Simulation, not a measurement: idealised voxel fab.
voxel double patterning: a process module
The cross-section shown here is cut; it is 160 nm wide and divided into square cells measuring 5 nm on a side.
Format of a cross-section: grid, square cells. Given as bands. Order: top down. Band: one or more rows of cells. Band: top height; bottom height; in nm. Then, left to right: material with width in nm, for each material. "edge to edge": a single material spanning edge to edge. "air": empty space. Convention: height 0 is the level below which the wafer, as received, is all one material. The lowest band does not terminate at the bottom but continues downward, represented as "0 nm and below". It should be noted that a width expressed as "30..40" varies in equal increments from row to row of cells within the band, taking the value of the first number at the top row and that of the second number at the bottom row. Key: "no change" - step with no changed cell in the cross-section. Closed-off voids of 8+ cells (no open route to the top) go in "Enclosed cavities", written width x height at distance from the left edge, in nm. What comes after the settings on a step's line is commentary from the simulator itself on that step. The "overlay nm" setting may appear on a step's line; for a step that uses a mask, it gives how far to the right of its planned position the mask lay, and a negative value indicates the left.

Below is the list of planned process steps
1. op RECEIVE | material Si
2. op CONFORMAL_DEP | material SiO2 | thk nm 5
3. op DIRECTIONAL_DEP | material TiN | thk nm 10
4. op DIRECTIONAL_DEP | material SiCN | thk nm 5
5. op PATTERN | tone open | mask id FIRST | material resist | width nm 15 | pitch nm 50 | thk nm 20 | overlay nm 0
6. op DIRECTIONAL_ETCH | etch materials SiCN | depth nm 5
7. op STRIP | etch materials resist
8. op PATTERN | tone open | mask id SECOND | material resist | width nm 15 | thk nm 20 | overlay nm 0
9. op DIRECTIONAL_ETCH | etch materials SiCN | depth nm 5
10. op STRIP | etch materials resist
11. op DIRECTIONAL_ETCH | etch materials TiN | depth nm 10
12. op STRIP | etch materials SiCN

Shown in cross-section is the wafer as received, that is, as it stands after step 1
- 0 nm and below = Si edge to edge
- Enclosed cavities: none

The first of two wafers, cross-sectioned at the end of the module, with the run proceeding as planned
- 15 nm to 5 nm = 45 TiN, then 15 air, then 10 TiN, then 15 air, then 10 TiN, then 15 air, then 50 TiN
- 5 nm to 0 nm = SiO2 edge to edge
- 0 nm and below = Si edge to edge
- Enclosed cavities: none

Now the second wafer, cross-sectioned at the end of the module. Nothing different at the start, nothing different in the plan compared with the first, just one mistake when it was actually run
- 15 nm to 5 nm = 45 TiN, then 15 air, then 5 TiN, then 25 air, then 5 TiN, then 15 air, then 50 TiN
- 5 nm to 0 nm = SiO2 edge to edge
- 0 nm and below = Si edge to edge
- Enclosed cavities: none
What broke from the plan during processing? so step 8 ended up running with a different setting than we planned, it ran as op PATTERN | tone open | mask id SECOND | material resist | width nm 25 | thk nm 20 | overlay nm 0
at the end the second wafer has, in cells: 4 fewer of TiN
